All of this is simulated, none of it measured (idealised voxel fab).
process module | voxel transistor to metal
cross-section cut | 285 nm wide | cells 5 nm
A cross-section is a grid of square cells, given in bands from the top down. A band is one or more rows of cells.
Each band's line starts with the height of the band's top and of its bottom, in nm. Then come its materials from left to right, each with its width in nm. One material with "throughout" fills the band from edge to edge. "air" is empty space.
Height 0 is the level under which the wafer as received is all one material. The lowest band goes on downwards, as in "0 down".
A width such as "30 to 40" changes by the same amount from each row of cells to the next, from the band's top row to its bottom row.
"no change" after a step means that no cell of the cross-section changed.
closed voids: empty space of 8 cells or more with no open way to the top, each as width x height at its distance from the left edge, in nm
after a step's settings: what the simulator itself notes on the step
overlay nm, on a step with a mask: how far to the right of its planned place the mask lay; to the left if negative
plan
1 op RECEIVE | material Si
2 op OXIDIZE | depth nm 5
3 op CONFORMAL_DEP | material SiN | thk nm 10
4 op DIRECTIONAL_DEP | material aC | thk nm 10
5 op PATTERN | tone cover | mask id ACTIVE | material resist | width nm 95 | pitch nm 115 | thk nm 30 | overlay nm 0
6 op DIRECTIONAL_ETCH | etch materials aC | depth nm 10
7 op STRIP | etch materials resist
8 op DIRECTIONAL_ETCH | etch materials SiN | depth nm 10
9 op DIRECTIONAL_ETCH | etch materials SiO2 | depth nm 5
10 op DIRECTIONAL_ETCH | etch materials Si | depth nm 30
11 op STRIP | etch materials aC
12 op FILL_DEP | material SiO2 | thk nm 10
13 op CMP | height nm 10
14 op SELECTIVE_ETCH | etch materials SiO2 | depth nm 10
15 op STRIP | etch materials SiN
16 op SELECTIVE_ETCH | etch materials SiO2 | depth nm 5
17 op OXIDIZE | depth nm 5
18 op DIRECTIONAL_DEP | material polySi | thk nm 25
19 op DIRECTIONAL_DEP | material SiCN | thk nm 10
20 op DIRECTIONAL_DEP | material aC | thk nm 15
21 op PATTERN | tone cover | mask id GATE | material resist | width nm 15 | pitch nm 115 | thk nm 30 | overlay nm 0
22 op DIRECTIONAL_ETCH | etch materials aC | depth nm 15
23 op STRIP | etch materials resist
24 op DIRECTIONAL_ETCH | etch materials SiCN | depth nm 20
25 op DIRECTIONAL_ETCH | etch materials polySi | depth nm 35
26 op STRIP | etch materials aC
27 op CONFORMAL_DEP | material SiO2 | thk nm 5
28 op DIRECTIONAL_ETCH | etch materials SiO2 | depth nm 5
29 op CONFORMAL_DEP | material SiN | thk nm 10
30 op DIRECTIONAL_ETCH | etch materials SiN | depth nm 10
31 op DIRECTIONAL_ETCH | etch materials SiO2 | depth nm 5
32 op EPI | material nSi | thk nm 5
33 op FILL_DEP | material SiO2 | thk nm 10
34 op CMP | height nm 30
35 op DIRECTIONAL_DEP | material SiO2 | thk nm 10
36 op DIRECTIONAL_DEP | material aC | thk nm 10
37 op PATTERN | tone open | mask id CONTACT | material resist | width nm 25 | thk nm 25 | overlay nm 0
38 op DIRECTIONAL_ETCH | etch materials aC | depth nm 10
39 op STRIP | etch materials resist
40 op DIRECTIONAL_ETCH | etch materials SiO2 | depth nm 45
41 op STRIP | etch materials aC
42 op CONFORMAL_DEP | material TiN | thk nm 5
43 op FILL_DEP | material W | thk nm 10
44 op CMP | height nm 40
45 op CONFORMAL_DEP | material SiN | thk nm 5
46 op DIRECTIONAL_DEP | material lowk | thk nm 25
47 op PATTERN | tone open | mask id METAL_1 | material resist | width nm 15 | thk nm 20 | overlay nm 0
48 op DIRECTIONAL_ETCH | etch materials lowk | depth nm 25
49 op DIRECTIONAL_ETCH | etch materials SiN | depth nm 5
50 op STRIP | etch materials resist
51 op CONFORMAL_DEP | material TiN | thk nm 5
52 op FILL_DEP | material Cu | thk nm 10
53 op CMP | height nm 70
54 op CONFORMAL_DEP | material SiN | thk nm 5
as received, after step 1
  0 down: Si throughout
  closed voids: none
a wafer at the end: this start, this plan, one mistake
  75 to 70: SiN throughout
  70 to 45: lowk 45 | TiN 5 | Cu 5 | TiN 5 | lowk 45 | TiN 5 | Cu 5 | TiN 5 | lowk 40 | TiN 5 | Cu 5 | TiN 5 | lowk 45 | TiN 5 | Cu 5 | TiN 5 | lowk 50
  45 to 40: SiN 45 | TiN 15 | SiN 45 | TiN 15 | SiN 40 | TiN 15 | SiN 45 | TiN 15 | SiN 50
  40 to 35: TiN 50 | W 15 | TiN 35 | W 15 | TiN 50 | W 15 | TiN 35 | W 15 | TiN 55
  35 to 30: SiO2 45 | TiN 5 | W 5 | TiN 15 | SiO2 25 | TiN 15 | W 5 | TiN 5 | SiO2 40 | TiN 5 | W 5 | TiN 15 | SiO2 25 | TiN 15 | W 5 | TiN 5 | SiO2 50
  30 to 20: SiO2 45 | TiN 5 | W 5 | TiN 5 | SiN 10 | SiO2 5 | SiCN 15 | SiO2 5 | SiN 10 | TiN 5 | W 5 | TiN 5 | SiO2 40 | TiN 5 | W 5 | TiN 5 | SiN 10 | SiO2 5 | SiCN 15 | SiO2 5 | SiN 10 | TiN 5 | W 5 | TiN 5 | SiO2 50
  20 to 0: SiO2 45 | TiN 5 | W 5 | TiN 5 | SiN 10 | SiO2 5 | polySi 15 | SiO2 5 | SiN 10 | TiN 5 | W 5 | TiN 5 | SiO2 40 | TiN 5 | W 5 | TiN 5 | SiN 10 | SiO2 5 | polySi 15 | SiO2 5 | SiN 10 | TiN 5 | W 5 | TiN 5 | SiO2 50
  0 to -5: SiO2 45 | TiN 15 | SiN 10 | SiO2 5 | polySi 15 | SiO2 5 | SiN 10 | TiN 15 | SiO2 40 | TiN 15 | SiN 10 | SiO2 5 | polySi 15 | SiO2 5 | SiN 10 | TiN 15 | SiO2 50
  -5 to -10: SiO2 30 | nSi 30 | SiO2 45 | nSi 30 | SiO2 10 | nSi 30 | SiO2 45 | nSi 30 | SiO2 35
  -10 to -35: SiO2 35 | Si 95 | SiO2 20 | Si 95 | SiO2 40
  -35 down: Si throughout
  closed voids: none
what went wrong: step 35 ran as: op DIRECTIONAL_DEP | material SiO2 | thk nm 5
